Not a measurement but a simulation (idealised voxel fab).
You're looking at the process module voxel capacitor over wiring.
195 nm wide, 5 nm square cells: that's cross-section cut.
Format of a cross-section: grid, square cells. Given as bands. Order: top down. Band: one or more rows of cells. The entry gives the band's vertical extent as a top height and a bottom height in nm, then its horizontal make-up as materials from left to right, each with a width in nm. "air" stands for empty space; a single material marked "full width" fills the band edge to edge. Basically, 0 is our baseline, since under it the wafer straight out of the box is all one material. The bottom band has no lower end and keeps on going down, so it looks like "from 0 down". You'd read "30->40" like this: the band's top row of cells is as wide as the first number, its bottom row is as wide as the second, and going down, every row changes width by the same amount as the row before did. "identical to before", as given for a step, is the statement that not any cell of the cross-section underwent a change during that step. Voids not open to the top, 8 cells minimum: see "Non-vented voids". Written width x height at distance; distance is from the left edge; nm. Where a step's line continues beyond its settings, the continuation is a remark by the simulator itself on that step. "overlay nm" denotes, for a step that has a mask, the displacement of the mask to the right of its planned place, with negative values corresponding to the left.
List of planned process steps:
1: RECEIVE,material Si
2: CONFORMAL_DEP,material SiO2,thk nm 15
3: CONFORMAL_DEP,material SiN,thk nm 5
4: DIRECTIONAL_DEP,material lowk,thk nm 15
5: DIRECTIONAL_DEP,material aC,thk nm 15
6: PATTERN,tone open,mask id METAL_1,material resist,width nm 30,pitch nm 80,thk nm 30,overlay nm 0
7: DIRECTIONAL_ETCH,etch materials aC,depth nm 15
8: STRIP,etch materials resist
9: DIRECTIONAL_ETCH,etch materials lowk,depth nm 15
10: DIRECTIONAL_ETCH,etch materials SiN,depth nm 5
11: STRIP,etch materials aC
12: CONFORMAL_DEP,material TiN,thk nm 5
13: FILL_DEP,material Ru,thk nm 10
14: CMP,height nm 35
15: CONFORMAL_DEP,material SiCN,thk nm 5
16: DIRECTIONAL_DEP,material SiO2,thk nm 15
17: MASKED_ETCH,tone open,mask id PLUG_1,width nm 15,etch materials SiO2,depth nm 15,overlay nm 0
18: MASKED_ETCH,tone open,mask id PLUG_1,width nm 15,etch materials SiCN,depth nm 5,overlay nm 0
19: EPI,material Ru,thk nm 10
20: EPI,material Ru,thk nm 10
21: DIRECTIONAL_DEP,material TiN,thk nm 5
22: DIRECTIONAL_DEP,material HfO2,thk nm 5
23: DIRECTIONAL_DEP,material TiN,thk nm 5
24: MASKED_ETCH,tone cover,mask id UPPER_PLATE,width nm 55,etch materials TiN,depth nm 5,overlay nm 0
25: MASKED_ETCH,tone cover,mask id UPPER_PLATE,width nm 55,etch materials HfO2,depth nm 5,overlay nm 0
26: MASKED_ETCH,tone cover,mask id LOWER_PLATE,width nm 65,etch materials TiN,depth nm 5,overlay nm 0
27: FILL_DEP,material SiO2,thk nm 20
28: CMP,height nm 85
29: PATTERN,tone open,mask id PLUG_2,material resist,width nm 15,thk nm 15,overlay nm 0
30: DIRECTIONAL_ETCH,etch materials SiO2,depth nm 15
31: STRIP,etch materials resist
32: CONFORMAL_DEP,material TiN,thk nm 5
33: FILL_DEP,material W,thk nm 5
34: CMP,height nm 85
35: CONFORMAL_DEP,material SiCN,thk nm 5
Step 1 complete: cross-section of the wafer as received:
from 0 down: Si full width
Non-vented voids: none
Cross-section, first of two wafers, end of module, run as planned:
from 90 to 85: SiCN full width
from 85 to 75: SiO2=65 | TiN=5 | W=5 | TiN=5 | SiO2=115
from 75 to 65: SiO2=65->55 | TiN=15->55 | SiO2=115->85
from 65 to 60: SiO2=55 | HfO2=55 | SiO2=85
from 60 to 55: SiO2=50 | TiN=65 | SiO2=80
from 55 to 40: SiO2=55 | Ru=15 | SiO2=125
from 40 to 35: SiCN=55 | Ru=15 | SiCN=125
from 35 to 20: lowk=40 | TiN=5 | Ru=20 | TiN=5 | lowk=50 | TiN=5 | Ru=20 | TiN=5 | lowk=45
from 20 to 15: SiN=40 | TiN=30 | SiN=50 | TiN=30 | SiN=45
from 15 to 0: SiO2 full width
from 0 down: Si full width
Non-vented voids: none
The second wafer, shown in cross-section after the module: started the same way as the first and given the same plan, yet one mistake crept into how it was run:
from 90 to 85: SiCN full width
from 85 to 75: SiO2=70 | W=5 | SiO2=120
from 75 to 70: SiO2 full width
from 70 to 65: SiO2=55 | TiN=55 | SiO2=85
from 65 to 60: SiO2=55 | HfO2=55 | SiO2=85
from 60 to 55: SiO2=50 | TiN=65 | SiO2=80
from 55 to 40: SiO2=55 | Ru=15 | SiO2=125
from 40 to 35: SiCN=55 | Ru=15 | SiCN=125
from 35 to 20: lowk=40 | TiN=5 | Ru=20 | TiN=5 | lowk=50 | TiN=5 | Ru=20 | TiN=5 | lowk=45
from 20 to 15: SiN=40 | TiN=30 | SiN=50 | TiN=30 | SiN=45
from 15 to 0: SiO2 full width
from 0 down: Si full width
Non-vented voids: none
The plan and the run diverged here: the process deviated at step 32: the operation and settings actually run there were CONFORMAL_DEP,material SiO2,thk nm 5
Wafer comparison, final, in cells, second relative to first, materials more or fewer: 7 more of SiO2; 7 fewer of TiN
